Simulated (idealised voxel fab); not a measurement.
process module | voxel capacitor over wiring
cross-section cut | 240 nm wide | cells 5 nm
A cross-section is a grid of square cells, given in bands from the top down. A band is one or more rows of cells.
Each band's line starts with the height of the band's top and of its bottom, in nm. Then come its materials from left to right, each with its width in nm. One material with "throughout" fills the band from edge to edge. "air" is empty space.
Height 0 is the level under which the wafer as received is all one material. The lowest band goes on downwards, as in "0 down".
A width such as "30 to 40" changes by the same amount from each row of cells to the next, from the band's top row to its bottom row.
"no change" after a step means that no cell of the cross-section changed.
closed voids: empty space of 8 cells or more with no open way to the top, each as width x height at its distance from the left edge, in nm
after a step's settings: what the simulator itself notes on the step
overlay nm, on a step with a mask: how far to the right of its planned place the mask lay; to the left if negative
Each pair below shows a cross-section before one step and the cross-section after it, down to the lowest band that changed. The line under each pair gives the step between them, with its settings. The pairs can come from different runs of this module on the same starting wafer, so a pair continues from the pair above only where its "before" says so.
before
  55 to 40: SiO2 80 | air 20 | SiO2 140
  40 to 35: SiCN 80 | air 20 | SiCN 140
  35 to 30: SiCN 60 | Ru 40 | SiCN 40 | Ru 40 | SiCN 60
  30 to 15: SiO2 65 | TiN 5 | Cu 20 | TiN 5 | SiO2 50 | TiN 5 | Cu 20 | TiN 5 | SiO2 65
  15 to 10: SiN 65 | TiN 30 | SiN 50 | TiN 30 | SiN 65
  10 to 0: SiO2 throughout
  0 down: Si throughout
  closed voids: none
after
  60 to 55: TiN 85 | air 10 | TiN 145
  55 to 40: SiO2 80 | TiN 5 | air 10 | TiN 5 | SiO2 140
  40 to 35: SiCN 80 | TiN 20 | SiCN 140
  below 35: unchanged
  closed voids: none
the step between: op CONFORMAL_DEP | material TiN | thk nm 5
before: the cross-section after the pair above
after
  70 to 60: W throughout
  60 to 55: TiN 85 | W 10 | TiN 145
  55 to 40: SiO2 80 | TiN 5 | W 10 | TiN 5 | SiO2 140
  below 40: unchanged
  closed voids: none
the step between: op FILL_DEP | material W | thk nm 10
before: the cross-section after the pair above
after
  55 to 40: SiO2 80 | TiN 5 | W 10 | TiN 5 | SiO2 140
  below 40: unchanged
  closed voids: none
the step between: op CMP | height nm 55
before: the cross-section after the pair above
after
  65 to 55: TiN throughout
  below 55: unchanged
  closed voids: none
the step between: op DIRECTIONAL_DEP | material TiN | thk nm 10
before: the cross-section after the pair above
after
  70 to 65: Al2O3 throughout
  below 65: unchanged
  closed voids: none
the step between: op DIRECTIONAL_DEP | material Al2O3 | thk nm 5
before: the cross-section after the pair above
after
  75 to 70: TiN throughout
  below 70: unchanged
  closed voids: none
the step between: op DIRECTIONAL_DEP | material TiN | thk nm 5
before: the cross-section after the pair above
after
  75 to 70: air 80 | TiN 55 | air 105
  below 70: unchanged
  closed voids: none
the step between: op MASKED_ETCH | tone cover | mask id UPPER_PLATE | width nm 55 | etch materials TiN | depth nm 5 | overlay nm 0
before: the cross-section after the pair above
after
  75 to 70: air 80 | TiN 55 | air 105
  70 to 65: air 80 | Al2O3 55 | air 105
  below 65: unchanged
  closed voids: none
the step between: op MASKED_ETCH | tone cover | mask id UPPER_PLATE | width nm 55 | etch materials Al2O3 | depth nm 5 | overlay nm 0
before: the cross-section after the pair above
after
  75 to 70: air 80 | TiN 55 | air 105
  70 to 65: air 80 | Al2O3 55 | air 105
  65 to 55: air 75 | TiN 65 | air 100
  below 55: unchanged
  closed voids: none
the step between: op MASKED_ETCH | tone cover | mask id LOWER_PLATE | width nm 65 | etch materials TiN | depth nm 10 | overlay nm 0
before: the cross-section after the pair above
after
  95 to 75: SiO2 throughout
  75 to 70: SiO2 80 | TiN 55 | SiO2 105
  70 to 65: SiO2 80 | Al2O3 55 | SiO2 105
  65 to 55: SiO2 75 | TiN 65 | SiO2 100
  below 55: unchanged
  closed voids: none
the step between: op FILL_DEP | material SiO2 | thk nm 20
before: the cross-section after the pair above
after
  90 to 75: SiO2 throughout
  below 75: unchanged
  closed voids: none
the step between: op CMP | height nm 90
before: the cross-section after the pair above
after
  105 to 90: aC throughout
  below 90: unchanged
  closed voids: none
the step between: op DIRECTIONAL_DEP | material aC | thk nm 15
before: the cross-section after the pair above
after
  140 to 105: resist 90 | air 15 | resist 135
  below 105: unchanged
  closed voids: none
the step between: op PATTERN | tone open | mask id PLUG_2 | material resist | width nm 15 | thk nm 35 | overlay nm 0
before: the cross-section after the pair above
after
  125 to 105: resist 90 | air 15 | resist 135
  105 to 90: aC 90 | air 15 | aC 135
  below 90: unchanged
  closed voids: none
the step between: op DIRECTIONAL_ETCH | etch materials aC | depth nm 15
before: the cross-section after the pair above
after
  105 to 90: aC 90 | air 15 | aC 135
  below 90: unchanged
  closed voids: none
the step between: op STRIP | etch materials resist
before: the cross-section after the pair above
after
  105 to 90: aC 90 | air 15 | aC 135
  90 to 75: SiO2 90 | air 15 | SiO2 135
  below 75: unchanged
  closed voids: none
the step between: op DIRECTIONAL_ETCH | etch materials SiO2 | depth nm 15
before: the cross-section after the pair above
after
  90 to 75: SiO2 90 | air 15 | SiO2 135
  below 75: unchanged
  closed voids: none
the step between: op STRIP | etch materials aC
before: the cross-section after the pair above
after
  95 to 90: TiN 95 | air 5 | TiN 140
  90 to 80: SiO2 90 | TiN 5 | air 5 | TiN 5 | SiO2 135
  80 to 70: SiO2 90 to 80 | TiN 15 to 55 | SiO2 135 to 105
  below 70: unchanged
  closed voids: none
the step between: op CONFORMAL_DEP | material TiN | thk nm 5
before: the cross-section after the pair above
after
  100 to 95: Ru throughout
  95 to 90: TiN 95 | Ru 5 | TiN 140
  90 to 80: SiO2 90 | TiN 5 | Ru 5 | TiN 5 | SiO2 135
  below 80: unchanged
  closed voids: none
the step between: op FILL_DEP | material Ru | thk nm 5
before: the cross-section after the pair above
after
  90 to 80: SiO2 90 | TiN 5 | Ru 5 | TiN 5 | SiO2 135
  below 80: unchanged
  closed voids: none
the step between: op CMP | height nm 90
before: the cross-section after the pair above
after
  95 to 90: SiN throughout
  below 90: unchanged
  closed voids: none
the step between: op CONFORMAL_DEP | material SiN | thk nm 5
before
  70 to 55: aC throughout
  55 to 40: SiO2 throughout
  40 to 35: SiCN throughout
  35 to 30: SiCN 60 | Ru 40 | SiCN 40 | Ru 40 | SiCN 60
  30 to 15: SiO2 65 | TiN 5 | Cu 20 | TiN 5 | SiO2 50 | TiN 5 | Cu 20 | TiN 5 | SiO2 65
  15 to 10: SiN 65 | TiN 30 | SiN 50 | TiN 30 | SiN 65
  10 to 0: SiO2 throughout
  0 down: Si throughout
  closed voids: none
after
  100 to 70: resist 85 | air 15 | resist 140
  below 70: unchanged
  closed voids: none
the step between: op PATTERN | tone open | mask id PLUG_1 | material resist | width nm 15 | thk nm 30 | overlay nm 5
before: the cross-section after the pair above
after
  85 to 70: resist 85 | air 15 | resist 140
  70 to 55: aC 85 | air 15 | aC 140
  below 55: unchanged
  closed voids: none
the step between: op DIRECTIONAL_ETCH | etch materials aC | depth nm 15
before: the cross-section after the pair above
after
  70 to 55: aC 85 | air 15 | aC 140
  below 55: unchanged
  closed voids: none
the step between: op STRIP | etch materials resist
before: the cross-section after the pair above
after
  70 to 55: aC 85 | air 15 | aC 140
  55 to 40: SiO2 85 | air 15 | SiO2 140
  below 40: unchanged
  closed voids: none
the step between: op DIRECTIONAL_ETCH | etch materials SiO2 | depth nm 15
before: the cross-section after the pair above
after
  70 to 55: aC 85 | air 15 | aC 140
  55 to 40: SiO2 85 | air 15 | SiO2 140
  40 to 35: SiCN 85 | air 15 | SiCN 140
  below 35: unchanged
  closed voids: none
the step between: op DIRECTIONAL_ETCH | etch materials SiCN | depth nm 5
before: the cross-section after the pair above
after
  55 to 40: SiO2 85 | air 15 | SiO2 140
  below 40: unchanged
  closed voids: none
the step between: op STRIP | etch materials aC
before: the cross-section after the pair above
after
  60 to 55: TiN 90 | air 5 | TiN 145
  55 to 40: SiO2 85 | TiN 5 | air 5 | TiN 5 | SiO2 140
  40 to 35: SiCN 85 | TiN 15 | SiCN 140
  below 35: unchanged
  closed voids: none
the step between: op CONFORMAL_DEP | material TiN | thk nm 5
before: the cross-section after the pair above
after
  70 to 60: W throughout
  60 to 55: TiN 90 | W 5 | TiN 145
  55 to 40: SiO2 85 | TiN 5 | W 5 | TiN 5 | SiO2 140
  below 40: unchanged
  closed voids: none
the step between: op FILL_DEP | material W | thk nm 10
before: the cross-section after the pair above
after
  55 to 40: SiO2 85 | TiN 5 | W 5 | TiN 5 | SiO2 140
  below 40: unchanged
  closed voids: none
the step between: op CMP | height nm 55
before: the cross-section after the pair above
after
  65 to 55: TiN throughout
  below 55: unchanged
  closed voids: none
the step between: op DIRECTIONAL_DEP | material TiN | thk nm 10
before: the cross-section after the pair above
after
  70 to 65: Al2O3 throughout
  below 65: unchanged
  closed voids: none
the step between: op DIRECTIONAL_DEP | material Al2O3 | thk nm 5
before: the cross-section after the pair above
after
  75 to 70: TiN throughout
  below 70: unchanged
  closed voids: none
the step between: op DIRECTIONAL_DEP | material TiN | thk nm 5
before: the cross-section after the pair above
after
  75 to 70: air 80 | TiN 55 | air 105
  below 70: unchanged
  closed voids: none
the step between: op MASKED_ETCH | tone cover | mask id UPPER_PLATE | width nm 55 | etch materials TiN | depth nm 5 | overlay nm 0
before: the cross-section after the pair above
after
  75 to 70: air 80 | TiN 55 | air 105
  70 to 65: air 80 | Al2O3 55 | air 105
  below 65: unchanged
  closed voids: none
the step between: op MASKED_ETCH | tone cover | mask id UPPER_PLATE | width nm 55 | etch materials Al2O3 | depth nm 5 | overlay nm 0
before: the cross-section after the pair above
after
  75 to 70: air 80 | TiN 55 | air 105
  70 to 65: air 80 | Al2O3 55 | air 105
  65 to 55: air 75 | TiN 65 | air 100
  below 55: unchanged
  closed voids: none
the step between: op MASKED_ETCH | tone cover | mask id LOWER_PLATE | width nm 65 | etch materials TiN | depth nm 10 | overlay nm 0
before: the cross-section after the pair above
after
  95 to 75: SiO2 throughout
  75 to 70: SiO2 80 | TiN 55 | SiO2 105
  70 to 65: SiO2 80 | Al2O3 55 | SiO2 105
  65 to 55: SiO2 75 | TiN 65 | SiO2 100
  below 55: unchanged
  closed voids: none
the step between: op FILL_DEP | material SiO2 | thk nm 20
before: the cross-section after the pair above
after
  90 to 75: SiO2 throughout
  below 75: unchanged
  closed voids: none
the step between: op CMP | height nm 90
before: the cross-section after the pair above
after
  105 to 90: aC throughout
  below 90: unchanged
  closed voids: none
the step between: op DIRECTIONAL_DEP | material aC | thk nm 15
before: the cross-section after the pair above
after
  140 to 105: resist 90 | air 15 | resist 135
  below 105: unchanged
  closed voids: none
the step between: op PATTERN | tone open | mask id PLUG_2 | material resist | width nm 15 | thk nm 35 | overlay nm 0
before: the cross-section after the pair above
after
  125 to 105: resist 90 | air 15 | resist 135
  105 to 90: aC 90 | air 15 | aC 135
  below 90: unchanged
  closed voids: none
the step between: op DIRECTIONAL_ETCH | etch materials aC | depth nm 15
before: the cross-section after the pair above
after
  105 to 90: aC 90 | air 15 | aC 135
  below 90: unchanged
  closed voids: none
the step between: op STRIP | etch materials resist
before: the cross-section after the pair above
after
  105 to 90: aC 90 | air 15 | aC 135
  90 to 75: SiO2 90 | air 15 | SiO2 135
  below 75: unchanged
  closed voids: none
the step between: op DIRECTIONAL_ETCH | etch materials SiO2 | depth nm 15
before: the cross-section after the pair above
after
  90 to 75: SiO2 90 | air 15 | SiO2 135
  below 75: unchanged
  closed voids: none
the step between: op STRIP | etch materials aC
before: the cross-section after the pair above
after
  95 to 90: TiN 95 | air 5 | TiN 140
  90 to 80: SiO2 90 | TiN 5 | air 5 | TiN 5 | SiO2 135
  80 to 70: SiO2 90 to 80 | TiN 15 to 55 | SiO2 135 to 105
  below 70: unchanged
  closed voids: none
the step between: op CONFORMAL_DEP | material TiN | thk nm 5
before: the cross-section after the pair above
after
  100 to 95: Ru throughout
  95 to 90: TiN 95 | Ru 5 | TiN 140
  90 to 80: SiO2 90 | TiN 5 | Ru 5 | TiN 5 | SiO2 135
  below 80: unchanged
  closed voids: none
the step between: op FILL_DEP | material Ru | thk nm 5
before: the cross-section after the pair above
after
  90 to 80: SiO2 90 | TiN 5 | Ru 5 | TiN 5 | SiO2 135
  below 80: unchanged
  closed voids: none
the step between: op CMP | height nm 90
before: the cross-section after the pair above
after
  95 to 90: SiN throughout
  below 90: unchanged
  closed voids: none
the step between: op CONFORMAL_DEP | material SiN | thk nm 5
before
  10 to 0: SiO2 throughout
  0 down: Si throughout
  closed voids: none
after
  15 to 10: W throughout
  below 10: unchanged
  closed voids: none
the step between: op CONFORMAL_DEP | material W | thk nm 5
before: the cross-section after the pair above
after
  30 to 15: SiO2 throughout
  below 15: unchanged
  closed voids: none
the step between: op DIRECTIONAL_DEP | material SiO2 | thk nm 15
before: the cross-section after the pair above
after
  45 to 30: resist 65 | air 30 | resist 50 | air 30 | resist 65
  below 30: unchanged
  closed voids: none
the step between: op PATTERN | tone open | mask id METAL_1 | material resist | width nm 30 | pitch nm 80 | thk nm 15 | overlay nm 0
before: the cross-section after the pair above
after
  45 to 30: resist 65 | air 30 | resist 50 | air 30 | resist 65
  30 to 15: SiO2 65 | air 30 | SiO2 50 | air 30 | SiO2 65
  below 15: unchanged
  closed voids: none
the step between: op DIRECTIONAL_ETCH | etch materials SiO2 | depth nm 15
before: the cross-section after the pair above
after
  30 to 15: SiO2 65 | air 30 | SiO2 50 | air 30 | SiO2 65
  below 15: unchanged
  closed voids: none
the step between: op STRIP | etch materials resist
before: the cross-section after the pair above
after
  35 to 30: TiN 70 | air 20 | TiN 60 | air 20 | TiN 70
  30 to 20: SiO2 65 | TiN 5 | air 20 | TiN 5 | SiO2 50 | TiN 5 | air 20 | TiN 5 | SiO2 65
  20 to 15: SiO2 65 | TiN 30 | SiO2 50 | TiN 30 | SiO2 65
  below 15: unchanged
  closed voids: none
the step between: op CONFORMAL_DEP | material TiN | thk nm 5
before: the cross-section after the pair above
after
  40 to 35: Cu throughout
  35 to 30: TiN 70 | Cu 20 | TiN 60 | Cu 20 | TiN 70
  30 to 20: SiO2 65 | TiN 5 | Cu 20 | TiN 5 | SiO2 50 | TiN 5 | Cu 20 | TiN 5 | SiO2 65
  below 20: unchanged
  closed voids: none
the step between: op FILL_DEP | material Cu | thk nm 5
before: the cross-section after the pair above
after
  30 to 20: SiO2 65 | TiN 5 | Cu 20 | TiN 5 | SiO2 50 | TiN 5 | Cu 20 | TiN 5 | SiO2 65
  below 20: unchanged
  closed voids: none
the step between: op CMP | height nm 30
before: the cross-section after the pair above
after
  35 to 30: air 60 | Ru 40 | air 40 | Ru 40 | air 60
  below 30: unchanged
  closed voids: none
the step between: op EPI | material Ru | thk nm 5
before: the cross-section after the pair above
after
  40 to 35: SiCN throughout
  35 to 30: SiCN 60 | Ru 40 | SiCN 40 | Ru 40 | SiCN 60
  below 30: unchanged
  closed voids: none
the step between: op FILL_DEP | material SiCN | thk nm 5
before: the cross-section after the pair above
after
  55 to 40: SiO2 throughout
  below 40: unchanged
  closed voids: none
the step between: op DIRECTIONAL_DEP | material SiO2 | thk nm 15
before: the cross-section after the pair above
after
  70 to 55: aC throughout
  below 55: unchanged
  closed voids: none
the step between: op DIRECTIONAL_DEP | material aC | thk nm 15
before: the cross-section after the pair above
after
  100 to 70: resist 80 | air 15 | resist 145
  below 70: unchanged
  closed voids: none
the step between: op PATTERN | tone open | mask id PLUG_1 | material resist | width nm 15 | thk nm 30 | overlay nm 0
before: the cross-section after the pair above
after
  85 to 70: resist 80 | air 15 | resist 145
  70 to 55: aC 80 | air 15 | aC 145
  below 55: unchanged
  closed voids: none
the step between: op DIRECTIONAL_ETCH | etch materials aC | depth nm 15
before: the cross-section after the pair above
after
  70 to 55: aC 80 | air 15 | aC 145
  below 55: unchanged
  closed voids: none
the step between: op STRIP | etch materials resist
before: the cross-section after the pair above
after
  70 to 55: aC 80 | air 15 | aC 145
  55 to 40: SiO2 80 | air 15 | SiO2 145
  below 40: unchanged
  closed voids: none
the step between: op DIRECTIONAL_ETCH | etch materials SiO2 | depth nm 15
before: the cross-section after the pair above
after
  70 to 55: aC 80 | air 15 | aC 145
  55 to 40: SiO2 80 | air 15 | SiO2 145
  40 to 35: SiCN 80 | air 15 | SiCN 145
  below 35: unchanged
  closed voids: none
the step between: op DIRECTIONAL_ETCH | etch materials SiCN | depth nm 5
before: the cross-section after the pair above
after
  55 to 40: SiO2 80 | air 15 | SiO2 145
  below 40: unchanged
  closed voids: none
the step between: op STRIP | etch materials aC
before: the cross-section after the pair above
after
  60 to 55: TiN 85 | air 5 | TiN 150
  55 to 40: SiO2 80 | TiN 5 | air 5 | TiN 5 | SiO2 145
  40 to 35: SiCN 80 | TiN 15 | SiCN 145
  below 35: unchanged
  closed voids: none
the step between: op CONFORMAL_DEP | material TiN | thk nm 5
before: the cross-section after the pair above
after
  70 to 60: W throughout
  60 to 55: TiN 85 | W 5 | TiN 150
  55 to 40: SiO2 80 | TiN 5 | W 5 | TiN 5 | SiO2 145
  below 40: unchanged
  closed voids: none
the step between: op FILL_DEP | material W | thk nm 10
before: the cross-section after the pair above
after
  55 to 40: SiO2 80 | TiN 5 | W 5 | TiN 5 | SiO2 145
  below 40: unchanged
  closed voids: none
the step between: op CMP | height nm 55
before: the cross-section after the pair above
after
  65 to 55: TiN throughout
  below 55: unchanged
  closed voids: none
the step between: op DIRECTIONAL_DEP | material TiN | thk nm 10
before: the cross-section after the pair above
after
  70 to 65: Al2O3 throughout
  below 65: unchanged
  closed voids: none
the step between: op DIRECTIONAL_DEP | material Al2O3 | thk nm 5
before: the cross-section after the pair above
after
  75 to 70: TiN throughout
  below 70: unchanged
  closed voids: none
the step between: op DIRECTIONAL_DEP | material TiN | thk nm 5
before: the cross-section after the pair above
after
  75 to 70: air 80 | TiN 55 | air 105
  below 70: unchanged
  closed voids: none
the step between: op MASKED_ETCH | tone cover | mask id UPPER_PLATE | width nm 55 | etch materials TiN | depth nm 5 | overlay nm 0
before: the cross-section after the pair above
after
  75 to 70: air 80 | TiN 55 | air 105
  70 to 65: air 80 | Al2O3 55 | air 105
  below 65: unchanged
  closed voids: none
the step between: op MASKED_ETCH | tone cover | mask id UPPER_PLATE | width nm 55 | etch materials Al2O3 | depth nm 5 | overlay nm 0
before: the cross-section after the pair above
after
  75 to 70: air 80 | TiN 55 | air 105
  70 to 65: air 80 | Al2O3 55 | air 105
  65 to 55: air 75 | TiN 65 | air 100
  below 55: unchanged
  closed voids: none
the step between: op MASKED_ETCH | tone cover | mask id LOWER_PLATE | width nm 65 | etch materials TiN | depth nm 10 | overlay nm 0
before: the cross-section after the pair above
after
  95 to 75: SiO2 throughout
  75 to 70: SiO2 80 | TiN 55 | SiO2 105
  70 to 65: SiO2 80 | Al2O3 55 | SiO2 105
  65 to 55: SiO2 75 | TiN 65 | SiO2 100
  below 55: unchanged
  closed voids: none
the step between: op FILL_DEP | material SiO2 | thk nm 20
before: the cross-section after the pair above
after
  90 to 75: SiO2 throughout
  below 75: unchanged
  closed voids: none
the step between: op CMP | height nm 90
before: the cross-section after the pair above
after
  105 to 90: aC throughout
  below 90: unchanged
  closed voids: none
the step between: op DIRECTIONAL_DEP | material aC | thk nm 15
before: the cross-section after the pair above
after
  140 to 105: resist 90 | air 15 | resist 135
  below 105: unchanged
  closed voids: none
the step between: op PATTERN | tone open | mask id PLUG_2 | material resist | width nm 15 | thk nm 35 | overlay nm 0
before: the cross-section after the pair above
after
  125 to 105: resist 90 | air 15 | resist 135
  105 to 90: aC 90 | air 15 | aC 135
  below 90: unchanged
  closed voids: none
the step between: op DIRECTIONAL_ETCH | etch materials aC | depth nm 15
before: the cross-section after the pair above
after
  105 to 90: aC 90 | air 15 | aC 135
  below 90: unchanged
  closed voids: none
the step between: op STRIP | etch materials resist
before: the cross-section after the pair above
after
  105 to 90: aC 90 | air 15 | aC 135
  90 to 75: SiO2 90 | air 15 | SiO2 135
  below 75: unchanged
  closed voids: none
the step between: op DIRECTIONAL_ETCH | etch materials SiO2 | depth nm 15
before: the cross-section after the pair above
after
  90 to 75: SiO2 90 | air 15 | SiO2 135
  below 75: unchanged
  closed voids: none
the step between: op STRIP | etch materials aC
before: the cross-section after the pair above
after
  95 to 90: TiN 95 | air 5 | TiN 140
  90 to 80: SiO2 90 | TiN 5 | air 5 | TiN 5 | SiO2 135
  80 to 70: SiO2 90 to 80 | TiN 15 to 55 | SiO2 135 to 105
  below 70: unchanged
  closed voids: none
the step between: op CONFORMAL_DEP | material TiN | thk nm 5
before: the cross-section after the pair above
after
  100 to 95: Ru throughout
  95 to 90: TiN 95 | Ru 5 | TiN 140
  90 to 80: SiO2 90 | TiN 5 | Ru 5 | TiN 5 | SiO2 135
  below 80: unchanged
  closed voids: none
the step between: op FILL_DEP | material Ru | thk nm 5
before: the cross-section after the pair above
after
  90 to 80: SiO2 90 | TiN 5 | Ru 5 | TiN 5 | SiO2 135
  below 80: unchanged
  closed voids: none
the step between: op CMP | height nm 90
before: the cross-section after the pair above
after
  95 to 90: SiN throughout
  below 90: unchanged
  closed voids: none
the step between: op CONFORMAL_DEP | material SiN | thk nm 5
before
  105 to 90: aC throughout
  90 to 75: SiO2 throughout
  75 to 70: SiO2 80 | TiN 55 | SiO2 105
  70 to 65: SiO2 80 | Al2O3 55 | SiO2 105
  65 to 55: SiO2 75 | TiN 65 | SiO2 100
  55 to 40: SiO2 80 | TiN 5 | W 5 | TiN 5 | SiO2 145
  40 to 35: SiCN 80 | TiN 15 | SiCN 145
  35 to 30: SiCN 60 | Ru 40 | SiCN 40 | Ru 40 | SiCN 60
  30 to 15: SiO2 65 | TiN 5 | Cu 20 | TiN 5 | SiO2 50 | TiN 5 | Cu 20 | TiN 5 | SiO2 65
  15 to 10: SiN 65 | TiN 30 | SiN 50 | TiN 30 | SiN 65
  10 to 0: SiO2 throughout
  0 down: Si throughout
  closed voids: none
after
  140 to 105: air 90 | resist 15 | air 135
  below 105: unchanged
  closed voids: none
the step between: op PATTERN | tone cover | mask id PLUG_2 | material resist | width nm 15 | thk nm 35 | overlay nm 0
before: the cross-section after the pair above
after
  125 to 105: air 90 | resist 15 | air 135
  105 to 90: air 90 | aC 15 | air 135
  below 90: unchanged
  closed voids: none
the step between: op DIRECTIONAL_ETCH | etch materials aC | depth nm 15
before: the cross-section after the pair above
after
  105 to 90: air 90 | aC 15 | air 135
  below 90: unchanged
  closed voids: none
the step between: op STRIP | etch materials resist
before: the cross-section after the pair above
after
  105 to 90: air 90 | aC 15 | air 135
  90 to 75: air 90 | SiO2 15 | air 135
  below 75: unchanged
  closed voids: none
the step between: op DIRECTIONAL_ETCH | etch materials SiO2 | depth nm 15
before: the cross-section after the pair above
after
  90 to 75: air 90 | SiO2 15 | air 135
  below 75: unchanged
  closed voids: none
the step between: op STRIP | etch materials aC
before: the cross-section after the pair above
after
  95 to 90: air 85 | TiN 25 | air 130
  90 to 80: air 85 | TiN 5 | SiO2 15 | TiN 5 | air 130
  80 to 75: TiN 90 | SiO2 15 | TiN 135
  below 75: unchanged
  closed voids: none
the step between: op CONFORMAL_DEP | material TiN | thk nm 5
before: the cross-section after the pair above
after
  100 to 95: Ru throughout
  95 to 90: Ru 85 | TiN 25 | Ru 130
  90 to 80: Ru 85 | TiN 5 | SiO2 15 | TiN 5 | Ru 130
  below 80: unchanged
  closed voids: none
the step between: op FILL_DEP | material Ru | thk nm 5
before: the cross-section after the pair above
after
  90 to 80: Ru 85 | TiN 5 | SiO2 15 | TiN 5 | Ru 130
  below 80: unchanged
  closed voids: none
the step between: op CMP | height nm 90
before: the cross-section after the pair above
after
  95 to 90: SiN throughout
  below 90: unchanged
  closed voids: none
the step between: op CONFORMAL_DEP | material SiN | thk nm 5
